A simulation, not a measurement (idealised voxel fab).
voxel gate over fins: a process module
Cross-sectional view cut (width: 190 nm; square cell size: 5 nm).
Square cells in a grid make up a cross-section in this document, and the grid is given as bands, listed from the top down, each one or more rows of cells.
What a band's entry tells you: where the top is and where the bottom is, as heights in nm, and after that what lies inside, material by material from left to right, each with its width in nm. Empty space is written as the word "blank", and a single material marked with the word "all across" occupies the band from edge to edge.
A quick word on heights: they are counted from 0, and under that level the wafer as it came to us is one material throughout. The lowest band is different from the rest in having no bottom; it simply continues downward, written as in "top 0, no bottom".
With a width like "30..40", each row of cells in the band differs from the next by the same amount, the top row carrying the first number and the bottom row the second.
You'll sometimes find "remains unaltered" written for a step, and that's the way of saying that nowhere in the cross-section did a cell change during that step.
Empty spaces without an open route to the top, at least 8 cells in extent, make up the entry "Sealed internal voids"; each is given as width x height at distance, where the distance is measured from the left edge, and all are in nm.
On a step's line, text after the settings is the simulator commenting on that step.
The setting "overlay nm" may be written on the line of a step. When the step uses a mask, the value reports how far to the right of the planned place the mask lay, and a negative value reports that it lay to the left.
plan
1: RECEIVE (material Si)
2: CONFORMAL_DEP (material SiN; thk nm 10)
3: MASKED_ETCH (tone cover; mask id FINS; width nm 15; pitch nm 50; etch materials SiN; depth nm 10; overlay nm 0)
4: MASKED_ETCH (tone cover; mask id FINS; width nm 15; pitch nm 50; etch materials Si; depth nm 35; overlay nm 0)
5: OXIDIZE (depth nm 5)
6: FILL_DEP (material SiO2; thk nm 15)
7: CMP (height nm 10)
8: PATTERN (tone open; mask id RAIL; material resist; width nm 15; thk nm 15; overlay nm 0)
9: DIRECTIONAL_ETCH (etch materials SiO2; depth nm 40)
10: STRIP (etch materials resist)
11: CONFORMAL_DEP (material TiN; thk nm 5)
12: FILL_DEP (material Ru; thk nm 10)
13: CMP (height nm 10)
14: SELECTIVE_ETCH (etch materials W Ru TiN; depth nm 30)
15: FILL_DEP (material SiO2; thk nm 5)
16: CMP (height nm 10)
17: SELECTIVE_ETCH (etch materials SiO2; depth nm 25)
18: STRIP (etch materials SiN)
19: CONFORMAL_DEP (material HfO2; thk nm 5)
20: CONFORMAL_DEP (material TiN; thk nm 5)
21: CONFORMAL_DEP (material TiAl; thk nm 5)
22: CONFORMAL_DEP (material TiN; thk nm 5)
23: FILL_DEP (material W; thk nm 10)
24: CMP (height nm 25)
25: CONFORMAL_DEP (material SiN; thk nm 5)
Account of the first of two wafers, which was processed as intended
This is the cross-section of the wafer as we received it, i.e. after step 1
> top 0, no bottom | Si all across
> Sealed internal voids: none
The wafer in cross-section once step 2 is complete
> top 10, bottom 0 | SiN all across
> below 0: unchanged
The wafer in cross-section once step 3 is complete
> top 10, bottom 0 | 60 nm blank, then 15 nm SiN, then 35 nm blank, then 15 nm SiN, then 65 nm blank
> below 0: unchanged
The wafer in cross-section once step 4 is complete
> top 10, bottom 0 | 60 nm blank, then 15 nm SiN, then 35 nm blank, then 15 nm SiN, then 65 nm blank
> top 0, bottom -35 | 60 nm blank, then 15 nm Si, then 35 nm blank, then 15 nm Si, then 65 nm blank
> below -35: unchanged
The wafer in cross-section once step 5 is complete
> top 10, bottom 0 | 60 nm blank, then 15 nm SiN, then 35 nm blank, then 15 nm SiN, then 65 nm blank
> top 0, bottom -35 | 60 nm blank, then 5 nm SiO2, then 5 nm Si, then 5 nm SiO2, then 35 nm blank, then 5 nm SiO2, then 5 nm Si, then 5 nm SiO2, then 65 nm blank
> top -35, bottom -40 | 65 nm SiO2, then 5 nm Si, then 45 nm SiO2, then 5 nm Si, then 70 nm SiO2
> below -40: unchanged
The wafer in cross-section once step 6 is complete
> top 25, bottom 10 | SiO2 all across
> top 10, bottom 0 | 60 nm SiO2, then 15 nm SiN, then 35 nm SiO2, then 15 nm SiN, then 65 nm SiO2
> top 0, bottom -40 | 65 nm SiO2, then 5 nm Si, then 45 nm SiO2, then 5 nm Si, then 70 nm SiO2
> below -40: unchanged
The wafer in cross-section once step 7 is complete
> top 10, bottom 0 | 60 nm SiO2, then 15 nm SiN, then 35 nm SiO2, then 15 nm SiN, then 65 nm SiO2
> below 0: unchanged
The wafer in cross-section once step 8 is complete
> top 25, bottom 10 | 85 nm resist, then 15 nm blank, then 90 nm resist
> below 10: unchanged
The wafer in cross-section once step 9 is complete
> top 25, bottom 10 | 85 nm resist, then 15 nm blank, then 90 nm resist
> top 10, bottom 0 | 60 nm SiO2, then 15 nm SiN, then 10 nm SiO2, then 15 nm blank, then 10 nm SiO2, then 15 nm SiN, then 65 nm SiO2
> top 0, bottom -30 | 65 nm SiO2, then 5 nm Si, then 15 nm SiO2, then 15 nm blank, then 15 nm SiO2, then 5 nm Si, then 70 nm SiO2
> below -30: unchanged
The wafer in cross-section once step 10 is complete
> top 10, bottom 0 | 60 nm SiO2, then 15 nm SiN, then 10 nm SiO2, then 15 nm blank, then 10 nm SiO2, then 15 nm SiN, then 65 nm SiO2
> below 0: unchanged
The wafer in cross-section once step 11 is complete
> top 15, bottom 10 | 90 nm TiN, then 5 nm blank, then 95 nm TiN
> top 10, bottom 0 | 60 nm SiO2, then 15 nm SiN, then 10 nm SiO2, then 5 nm TiN, then 5 nm blank, then 5 nm TiN, then 10 nm SiO2, then 15 nm SiN, then 65 nm SiO2
> top 0, bottom -25 | 65 nm SiO2, then 5 nm Si, then 15 nm SiO2, then 5 nm TiN, then 5 nm blank, then 5 nm TiN, then 15 nm SiO2, then 5 nm Si, then 70 nm SiO2
> top -25, bottom -30 | 65 nm SiO2, then 5 nm Si, then 15 nm SiO2, then 15 nm TiN, then 15 nm SiO2, then 5 nm Si, then 70 nm SiO2
> below -30: unchanged
The wafer in cross-section once step 12 is complete
> top 25, bottom 15 | Ru all across
> top 15, bottom 10 | 90 nm TiN, then 5 nm Ru, then 95 nm TiN
> top 10, bottom 0 | 60 nm SiO2, then 15 nm SiN, then 10 nm SiO2, then 5 nm TiN, then 5 nm Ru, then 5 nm TiN, then 10 nm SiO2, then 15 nm SiN, then 65 nm SiO2
> top 0, bottom -25 | 65 nm SiO2, then 5 nm Si, then 15 nm SiO2, then 5 nm TiN, then 5 nm Ru, then 5 nm TiN, then 15 nm SiO2, then 5 nm Si, then 70 nm SiO2
> below -25: unchanged
The wafer in cross-section once step 13 is complete
> top 10, bottom 0 | 60 nm SiO2, then 15 nm SiN, then 10 nm SiO2, then 5 nm TiN, then 5 nm Ru, then 5 nm TiN, then 10 nm SiO2, then 15 nm SiN, then 65 nm SiO2
> below 0: unchanged
The wafer in cross-section once step 14 is complete
> top 10, bottom 0 | 60 nm SiO2, then 15 nm SiN, then 10 nm SiO2, then 15 nm blank, then 10 nm SiO2, then 15 nm SiN, then 65 nm SiO2
> top 0, bottom -20 | 65 nm SiO2, then 5 nm Si, then 15 nm SiO2, then 15 nm blank, then 15 nm SiO2, then 5 nm Si, then 70 nm SiO2
> below -20: unchanged
The wafer in cross-section once step 15 is complete
> top 15, bottom 10 | SiO2 all across
> top 10, bottom 0 | 60 nm SiO2, then 15 nm SiN, then 35 nm SiO2, then 15 nm SiN, then 65 nm SiO2
> top 0, bottom -20 | 65 nm SiO2, then 5 nm Si, then 45 nm SiO2, then 5 nm Si, then 70 nm SiO2
> below -20: unchanged
The wafer in cross-section once step 16 is complete
> top 10, bottom 0 | 60 nm SiO2, then 15 nm SiN, then 35 nm SiO2, then 15 nm SiN, then 65 nm SiO2
> below 0: unchanged
The wafer in cross-section once step 17 is complete
> top 10, bottom 0 | 60 nm blank, then 15 nm SiN, then 35 nm blank, then 15 nm SiN, then 65 nm blank
> top 0, bottom -15 | 65 nm blank, then 5 nm Si, then 45 nm blank, then 5 nm Si, then 70 nm blank
> below -15: unchanged
The wafer in cross-section once step 18 is complete
> top 0, bottom -15 | 65 nm blank, then 5 nm Si, then 45 nm blank, then 5 nm Si, then 70 nm blank
> below -15: unchanged
The wafer in cross-section once step 19 is complete
> top 5, bottom 0 | 60 nm blank, then 15 nm HfO2, then 35 nm blank, then 15 nm HfO2, then 65 nm blank
> top 0, bottom -10 | 60 nm blank, then 5 nm HfO2, then 5 nm Si, then 5 nm HfO2, then 35 nm blank, then 5 nm HfO2, then 5 nm Si, then 5 nm HfO2, then 65 nm blank
> top -10, bottom -15 | 65 nm HfO2, then 5 nm Si, then 45 nm HfO2, then 5 nm Si, then 70 nm HfO2
> below -15: unchanged
The wafer in cross-section once step 20 is complete
> top 10, bottom 5 | 55 nm blank, then 25 nm TiN, then 25 nm blank, then 25 nm TiN, then 60 nm blank
> top 5, bottom 0 | 55 nm blank, then 5 nm TiN, then 15 nm HfO2, then 5 nm TiN, then 25 nm blank, then 5 nm TiN, then 15 nm HfO2, then 5 nm TiN, then 60 nm blank
> top 0, bottom -5 | 55 nm blank, then 5 nm TiN, then 5 nm HfO2, then 5 nm Si, then 5 nm HfO2, then 5 nm TiN, then 25 nm blank, then 5 nm TiN, then 5 nm HfO2, then 5 nm Si, then 5 nm HfO2, then 5 nm TiN, then 60 nm blank
> top -5, bottom -10 | 60 nm TiN, then 5 nm HfO2, then 5 nm Si, then 5 nm HfO2, then 35 nm TiN, then 5 nm HfO2, then 5 nm Si, then 5 nm HfO2, then 65 nm TiN
> below -10: unchanged
The wafer in cross-section once step 21 is complete
> top 15, bottom 10 | 50 nm blank, then 35 nm TiAl, then 15 nm blank, then 35 nm TiAl, then 55 nm blank
> top 10, bottom 5 | 50 nm blank, then 5 nm TiAl, then 25 nm TiN, then 5 nm TiAl, then 15 nm blank, then 5 nm TiAl, then 25 nm TiN, then 5 nm TiAl, then 55 nm blank
> top 5, bottom 0 | 50 nm blank, then 5 nm TiAl, then 5 nm TiN, then 15 nm HfO2, then 5 nm TiN, then 5 nm TiAl, then 15 nm blank, then 5 nm TiAl, then 5 nm TiN, then 15 nm HfO2, then 5 nm TiN, then 5 nm TiAl, then 55 nm blank
> top 0, bottom -5 | 55 nm TiAl, then 5 nm TiN, then 5 nm HfO2, then 5 nm Si, then 5 nm HfO2, then 5 nm TiN, then 25 nm TiAl, then 5 nm TiN, then 5 nm HfO2, then 5 nm Si, then 5 nm HfO2, then 5 nm TiN, then 60 nm TiAl
> below -5: unchanged
The wafer in cross-section once step 22 is complete
> top 20, bottom 15 | 45 nm blank, then 45 nm TiN, then 5 nm blank, then 45 nm TiN, then 50 nm blank
> top 15, bottom 10 | 45 nm blank, then 5 nm TiN, then 35 nm TiAl, then 5 nm TiN, then 5 nm blank, then 5 nm TiN, then 35 nm TiAl, then 5 nm TiN, then 50 nm blank
> top 10, bottom 5 | 45 nm blank, then 5 nm TiN, then 5 nm TiAl, then 25 nm TiN, then 5 nm TiAl, then 5 nm TiN, then 5 nm blank, then 5 nm TiN, then 5 nm TiAl, then 25 nm TiN, then 5 nm TiAl, then 5 nm TiN, then 50 nm blank
> top 5, bottom 0 | 50 nm TiN, then 5 nm TiAl, then 5 nm TiN, then 15 nm HfO2, then 5 nm TiN, then 5 nm TiAl, then 15 nm TiN, then 5 nm TiAl, then 5 nm TiN, then 15 nm HfO2, then 5 nm TiN, then 5 nm TiAl, then 55 nm TiN
> below 0: unchanged
The wafer in cross-section once step 23 is complete
> top 30, bottom 20 | W all across
> top 20, bottom 15 | 45 nm W, then 45 nm TiN, then 5 nm W, then 45 nm TiN, then 50 nm W
> top 15, bottom 10 | 45 nm W, then 5 nm TiN, then 35 nm TiAl, then 5 nm TiN, then 5 nm W, then 5 nm TiN, then 35 nm TiAl, then 5 nm TiN, then 50 nm W
> top 10, bottom 5 | 45 nm W, then 5 nm TiN, then 5 nm TiAl, then 25 nm TiN, then 5 nm TiAl, then 5 nm TiN, then 5 nm W, then 5 nm TiN, then 5 nm TiAl, then 25 nm TiN, then 5 nm TiAl, then 5 nm TiN, then 50 nm W
> below 5: unchanged
The wafer in cross-section once step 24 is complete
> top 25, bottom 20 | W all across
> below 20: unchanged
The wafer in cross-section once step 25 is complete
> top 30, bottom 25 | SiN all across
> below 25: unchanged
Okay, second wafer. Nothing different at the start, nothing different in the plan, just one mistake somewhere in the running. As far as step 7, counting that step, it's the first wafer all over again
Cross-sectional representation of the second wafer at the time designated in the plan for the completion of step 8
> top 25, bottom 10 | 90 nm resist, then 15 nm blank, then 85 nm resist
> below 10: unchanged
Cross-sectional representation of the second wafer at the time designated in the plan for the completion of step 9
> top 25, bottom 10 | 90 nm resist, then 15 nm blank, then 85 nm resist
> top 10, bottom 0 | 60 nm SiO2, then 15 nm SiN, then 15 nm SiO2, then 15 nm blank, then 5 nm SiO2, then 15 nm SiN, then 65 nm SiO2
> top 0, bottom -30 | 65 nm SiO2, then 5 nm Si, then 20 nm SiO2, then 15 nm blank, then 10 nm SiO2, then 5 nm Si, then 70 nm SiO2
> below -30: unchanged
Cross-sectional representation of the second wafer at the time designated in the plan for the completion of step 10
> top 10, bottom 0 | 60 nm SiO2, then 15 nm SiN, then 15 nm SiO2, then 15 nm blank, then 5 nm SiO2, then 15 nm SiN, then 65 nm SiO2
> below 0: unchanged
Cross-sectional representation of the second wafer at the time designated in the plan for the completion of step 11
> top 15, bottom 10 | 95 nm TiN, then 5 nm blank, then 90 nm TiN
> top 10, bottom 0 | 60 nm SiO2, then 15 nm SiN, then 15 nm SiO2, then 5 nm TiN, then 5 nm blank, then 5 nm TiN, then 5 nm SiO2, then 15 nm SiN, then 65 nm SiO2
> top 0, bottom -25 | 65 nm SiO2, then 5 nm Si, then 20 nm SiO2, then 5 nm TiN, then 5 nm blank, then 5 nm TiN, then 10 nm SiO2, then 5 nm Si, then 70 nm SiO2
> top -25, bottom -30 | 65 nm SiO2, then 5 nm Si, then 20 nm SiO2, then 15 nm TiN, then 10 nm SiO2, then 5 nm Si, then 70 nm SiO2
> below -30: unchanged
Cross-sectional representation of the second wafer at the time designated in the plan for the completion of step 12
> top 25, bottom 15 | Ru all across
> top 15, bottom 10 | 95 nm TiN, then 5 nm Ru, then 90 nm TiN
> top 10, bottom 0 | 60 nm SiO2, then 15 nm SiN, then 15 nm SiO2, then 5 nm TiN, then 5 nm Ru, then 5 nm TiN, then 5 nm SiO2, then 15 nm SiN, then 65 nm SiO2
> top 0, bottom -25 | 65 nm SiO2, then 5 nm Si, then 20 nm SiO2, then 5 nm TiN, then 5 nm Ru, then 5 nm TiN, then 10 nm SiO2, then 5 nm Si, then 70 nm SiO2
> below -25: unchanged
Cross-sectional representation of the second wafer at the time designated in the plan for the completion of step 13
> top 10, bottom 0 | 60 nm SiO2, then 15 nm SiN, then 15 nm SiO2, then 5 nm TiN, then 5 nm Ru, then 5 nm TiN, then 5 nm SiO2, then 15 nm SiN, then 65 nm SiO2
> below 0: unchanged
Cross-sectional representation of the second wafer at the time designated in the plan for the completion of step 14
> top 10, bottom 0 | 60 nm SiO2, then 15 nm SiN, then 15 nm SiO2, then 15 nm blank, then 5 nm SiO2, then 15 nm SiN, then 65 nm SiO2
> top 0, bottom -20 | 65 nm SiO2, then 5 nm Si, then 20 nm SiO2, then 15 nm blank, then 10 nm SiO2, then 5 nm Si, then 70 nm SiO2
> below -20: unchanged
Cross-sectional representation of the second wafer at the time designated in the plan for the completion of step 15
> top 15, bottom 10 | SiO2 all across
> top 10, bottom 0 | 60 nm SiO2, then 15 nm SiN, then 35 nm SiO2, then 15 nm SiN, then 65 nm SiO2
> top 0, bottom -20 | 65 nm SiO2, then 5 nm Si, then 45 nm SiO2, then 5 nm Si, then 70 nm SiO2
> below -20: unchanged
Cross-sectional representation of the second wafer at the time designated in the plan for the completion of step 16
> top 10, bottom 0 | 60 nm SiO2, then 15 nm SiN, then 35 nm SiO2, then 15 nm SiN, then 65 nm SiO2
> below 0: unchanged
Cross-sectional representation of the second wafer at the time designated in the plan for the completion of step 17
> top 10, bottom 0 | 60 nm blank, then 15 nm SiN, then 35 nm blank, then 15 nm SiN, then 65 nm blank
> top 0, bottom -15 | 65 nm blank, then 5 nm Si, then 45 nm blank, then 5 nm Si, then 70 nm blank
> below -15: unchanged
Cross-sectional representation of the second wafer at the time designated in the plan for the completion of step 18
> top 0, bottom -15 | 65 nm blank, then 5 nm Si, then 45 nm blank, then 5 nm Si, then 70 nm blank
> below -15: unchanged
Cross-sectional representation of the second wafer at the time designated in the plan for the completion of step 19
> top 5, bottom 0 | 60 nm blank, then 15 nm HfO2, then 35 nm blank, then 15 nm HfO2, then 65 nm blank
> top 0, bottom -10 | 60 nm blank, then 5 nm HfO2, then 5 nm Si, then 5 nm HfO2, then 35 nm blank, then 5 nm HfO2, then 5 nm Si, then 5 nm HfO2, then 65 nm blank
> top -10, bottom -15 | 65 nm HfO2, then 5 nm Si, then 45 nm HfO2, then 5 nm Si, then 70 nm HfO2
> below -15: unchanged
Cross-sectional representation of the second wafer at the time designated in the plan for the completion of step 20
> top 10, bottom 5 | 55 nm blank, then 25 nm TiN, then 25 nm blank, then 25 nm TiN, then 60 nm blank
> top 5, bottom 0 | 55 nm blank, then 5 nm TiN, then 15 nm HfO2, then 5 nm TiN, then 25 nm blank, then 5 nm TiN, then 15 nm HfO2, then 5 nm TiN, then 60 nm blank
> top 0, bottom -5 | 55 nm blank, then 5 nm TiN, then 5 nm HfO2, then 5 nm Si, then 5 nm HfO2, then 5 nm TiN, then 25 nm blank, then 5 nm TiN, then 5 nm HfO2, then 5 nm Si, then 5 nm HfO2, then 5 nm TiN, then 60 nm blank
> top -5, bottom -10 | 60 nm TiN, then 5 nm HfO2, then 5 nm Si, then 5 nm HfO2, then 35 nm TiN, then 5 nm HfO2, then 5 nm Si, then 5 nm HfO2, then 65 nm TiN
> below -10: unchanged
Cross-sectional representation of the second wafer at the time designated in the plan for the completion of step 21
> top 15, bottom 10 | 50 nm blank, then 35 nm TiAl, then 15 nm blank, then 35 nm TiAl, then 55 nm blank
> top 10, bottom 5 | 50 nm blank, then 5 nm TiAl, then 25 nm TiN, then 5 nm TiAl, then 15 nm blank, then 5 nm TiAl, then 25 nm TiN, then 5 nm TiAl, then 55 nm blank
> top 5, bottom 0 | 50 nm blank, then 5 nm TiAl, then 5 nm TiN, then 15 nm HfO2, then 5 nm TiN, then 5 nm TiAl, then 15 nm blank, then 5 nm TiAl, then 5 nm TiN, then 15 nm HfO2, then 5 nm TiN, then 5 nm TiAl, then 55 nm blank
> top 0, bottom -5 | 55 nm TiAl, then 5 nm TiN, then 5 nm HfO2, then 5 nm Si, then 5 nm HfO2, then 5 nm TiN, then 25 nm TiAl, then 5 nm TiN, then 5 nm HfO2, then 5 nm Si, then 5 nm HfO2, then 5 nm TiN, then 60 nm TiAl
> below -5: unchanged
Cross-sectional representation of the second wafer at the time designated in the plan for the completion of step 22
> top 20, bottom 15 | 45 nm blank, then 45 nm TiN, then 5 nm blank, then 45 nm TiN, then 50 nm blank
> top 15, bottom 10 | 45 nm blank, then 5 nm TiN, then 35 nm TiAl, then 5 nm TiN, then 5 nm blank, then 5 nm TiN, then 35 nm TiAl, then 5 nm TiN, then 50 nm blank
> top 10, bottom 5 | 45 nm blank, then 5 nm TiN, then 5 nm TiAl, then 25 nm TiN, then 5 nm TiAl, then 5 nm TiN, then 5 nm blank, then 5 nm TiN, then 5 nm TiAl, then 25 nm TiN, then 5 nm TiAl, then 5 nm TiN, then 50 nm blank
> top 5, bottom 0 | 50 nm TiN, then 5 nm TiAl, then 5 nm TiN, then 15 nm HfO2, then 5 nm TiN, then 5 nm TiAl, then 15 nm TiN, then 5 nm TiAl, then 5 nm TiN, then 15 nm HfO2, then 5 nm TiN, then 5 nm TiAl, then 55 nm TiN
> below 0: unchanged
Cross-sectional representation of the second wafer at the time designated in the plan for the completion of step 23
> top 30, bottom 20 | W all across
> top 20, bottom 15 | 45 nm W, then 45 nm TiN, then 5 nm W, then 45 nm TiN, then 50 nm W
> top 15, bottom 10 | 45 nm W, then 5 nm TiN, then 35 nm TiAl, then 5 nm TiN, then 5 nm W, then 5 nm TiN, then 35 nm TiAl, then 5 nm TiN, then 50 nm W
> top 10, bottom 5 | 45 nm W, then 5 nm TiN, then 5 nm TiAl, then 25 nm TiN, then 5 nm TiAl, then 5 nm TiN, then 5 nm W, then 5 nm TiN, then 5 nm TiAl, then 25 nm TiN, then 5 nm TiAl, then 5 nm TiN, then 50 nm W
> below 5: unchanged
Cross-sectional representation of the second wafer at the time designated in the plan for the completion of step 24
> top 25, bottom 20 | W all across
> below 20: unchanged
Cross-sectional representation of the second wafer at the time designated in the plan for the completion of step 25
> top 30, bottom 25 | SiN all across
> below 25: unchanged
Against the plan, the run slipped here: step 8 ran with different settings than intended, the actual operation and settings being PATTERN (tone open; mask id RAIL; material resist; width nm 15; thk nm 15; overlay nm 5)
At the close, every material occupies the same number of cells on the second wafer as on the first, only in different positions.
